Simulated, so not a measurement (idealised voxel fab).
process module | voxel capacitor over wiring
For reference, the cross-section in this document is cut, with width 235 nm and square cells of 5 nm.
Each cross-section below is a grid of square cells, stated as bands in top-down order, with one or more rows of cells making up each band.
Band: top height; bottom height; in nm. Then, left to right: material with width in nm, for each material. "everywhere": a single material spanning edge to edge. "empty": empty space.
Heights from 0 (as-received wafer is one material below). Bottom band endless downward, as "z 0 and below".
A width given as "30..40" starts at the first number in the band's top row and ends at the second number in its bottom row, shifting by an equal amount at every step from row to row.
For the purposes of this document, the phrase "no change occurred" attached to a step denotes that no cell within the cross-section was modified by that step.
Each empty space that has no open way to the top and spans at least 8 cells appears under "Voids lacking openings" as width x height at distance, the distance counted from the left edge, all in nm.
Heads up: the bit after the settings on a step's line is the simulator's remark on that step.
"overlay nm" answers the question of how far to the right of plan the mask lay on a step that has a mask, and when it is negative the answer is to the left.

## Steps in the process plan
1 RECEIVE [material Si]
2 CONFORMAL_DEP [material SiO2] [thk nm 15]
3 DIRECTIONAL_DEP [material TiN] [thk nm 5]
4 DIRECTIONAL_DEP [material W] [thk nm 20]
5 DIRECTIONAL_DEP [material aC] [thk nm 15]
6 PATTERN [tone cover] [mask id METAL_1] [material resist] [width nm 25] [pitch nm 85] [thk nm 35] [overlay nm 0]
7 DIRECTIONAL_ETCH [etch materials aC] [depth nm 15]
8 STRIP [etch materials resist]
9 DIRECTIONAL_ETCH [etch materials W] [depth nm 20]
10 DIRECTIONAL_ETCH [etch materials TiN] [depth nm 5]
11 STRIP [etch materials aC]
12 FILL_DEP [material SiO2] [thk nm 10]
13 CMP [height nm 40]
14 CONFORMAL_DEP [material SiCN] [thk nm 5]
15 DIRECTIONAL_DEP [material lowk] [thk nm 15]
16 MASKED_ETCH [tone open] [mask id PLUG_1] [width nm 15] [etch materials lowk] [depth nm 15] [overlay nm 0]
17 MASKED_ETCH [tone open] [mask id PLUG_1] [width nm 15] [etch materials SiCN] [depth nm 5] [overlay nm 0]
18 CONFORMAL_DEP [material TiN] [thk nm 5]
19 FILL_DEP [material Ru] [thk nm 10]
20 CMP [height nm 60]
21 DIRECTIONAL_DEP [material TiN] [thk nm 5]
22 DIRECTIONAL_DEP [material SiN] [thk nm 5]
23 DIRECTIONAL_DEP [material TiN] [thk nm 10]
24 DIRECTIONAL_DEP [material aC] [thk nm 10]
25 PATTERN [tone cover] [mask id UPPER_PLATE] [material resist] [width nm 65] [thk nm 25] [overlay nm 0]
26 DIRECTIONAL_ETCH [etch materials aC] [depth nm 10]
27 STRIP [etch materials resist]
28 DIRECTIONAL_ETCH [etch materials TiN] [depth nm 10]
29 DIRECTIONAL_ETCH [etch materials SiN] [depth nm 5]
30 STRIP [etch materials aC]
31 DIRECTIONAL_DEP [material aC] [thk nm 10]
32 PATTERN [tone cover] [mask id LOWER_PLATE] [material resist] [width nm 75] [thk nm 30] [overlay nm 0]
33 DIRECTIONAL_ETCH [etch materials aC] [depth nm 10]
34 STRIP [etch materials resist]
35 DIRECTIONAL_ETCH [etch materials TiN] [depth nm 5]
36 STRIP [etch materials aC]
37 FILL_DEP [material SiO2] [thk nm 15]
38 CMP [height nm 90]
39 PATTERN [tone open] [mask id PLUG_2] [material resist] [width nm 15] [thk nm 20] [overlay nm 0]
40 DIRECTIONAL_ETCH [etch materials SiO2] [depth nm 10]
41 STRIP [etch materials resist]
42 CONFORMAL_DEP [material TiN] [thk nm 5]
43 FILL_DEP [material Cu] [thk nm 5]
44 CMP [height nm 90]
45 CONFORMAL_DEP [material SiN] [thk nm 5]

## Step 1 complete: cross-section of the wafer as received
    z 0 and below = Si everywhere
    Voids lacking openings: none

## Cross-sectional view of the first of the two wafers upon completion of the module, processed in accordance with the plan
    z 95 to 90 = SiN everywhere
    z 90 to 85 = SiO2 80 nm  TiN 5 nm  Cu 5 nm  TiN 5 nm  SiO2 140 nm
    z 85 to 80 = SiO2 80 nm  TiN 15 nm  SiO2 140 nm
    z 80 to 70 = SiO2 70 nm  TiN 65 nm  SiO2 100 nm
    z 70 to 65 = SiO2 70 nm  SiN 65 nm  SiO2 100 nm
    z 65 to 60 = SiO2 65 nm  TiN 75 nm  SiO2 95 nm
    z 60 to 45 = lowk 70 nm  TiN 5 nm  Ru 5 nm  TiN 5 nm  lowk 150 nm
    z 45 to 40 = SiCN 70 nm  TiN 15 nm  SiCN 150 nm
    z 40 to 20 = SiO2 60 nm  W 25 nm  SiO2 60 nm  W 25 nm  SiO2 65 nm
    z 20 to 15 = SiO2 60 nm  TiN 25 nm  SiO2 60 nm  TiN 25 nm  SiO2 65 nm
    z 15 to 0 = SiO2 everywhere
    z 0 and below = Si everywhere
    Voids lacking openings: none

## Wafer two cross-section, module end. Start and plan unchanged from wafer one; one mistake made during the run
    z 95 to 90 = SiN everywhere
    z 90 to 85 = SiO2 80 nm  TiN 5 nm  Cu 5 nm  TiN 5 nm  SiO2 140 nm
    z 85 to 80 = SiO2 80 nm  TiN 15 nm  SiO2 140 nm
    z 80 to 70 = SiO2 70 nm  TiN 65 nm  SiO2 100 nm
    z 70 to 65 = SiO2 70 nm  SiN 65 nm  SiO2 100 nm
    z 65 to 60 = SiO2 65 nm  TiN 80 nm  SiO2 90 nm
    z 60 to 45 = lowk 70 nm  TiN 5 nm  Ru 5 nm  TiN 5 nm  lowk 150 nm
    z 45 to 40 = SiCN 70 nm  TiN 15 nm  SiCN 150 nm
    z 40 to 20 = SiO2 60 nm  W 25 nm  SiO2 60 nm  W 25 nm  SiO2 65 nm
    z 20 to 15 = SiO2 60 nm  TiN 25 nm  SiO2 60 nm  TiN 25 nm  SiO2 65 nm
    z 15 to 0 = SiO2 everywhere
    z 0 and below = Si everywhere
    Voids lacking openings: none
Finding, execution versus plan: step 32 did not happen as planned, as run it was PATTERN [tone cover] [mask id LOWER_PLATE] [material resist] [width nm 80] [thk nm 30] [overlay nm 0]
Final wafer comparison in cells, second versus first, more or fewer per material: SiO2 -1 | TiN +1
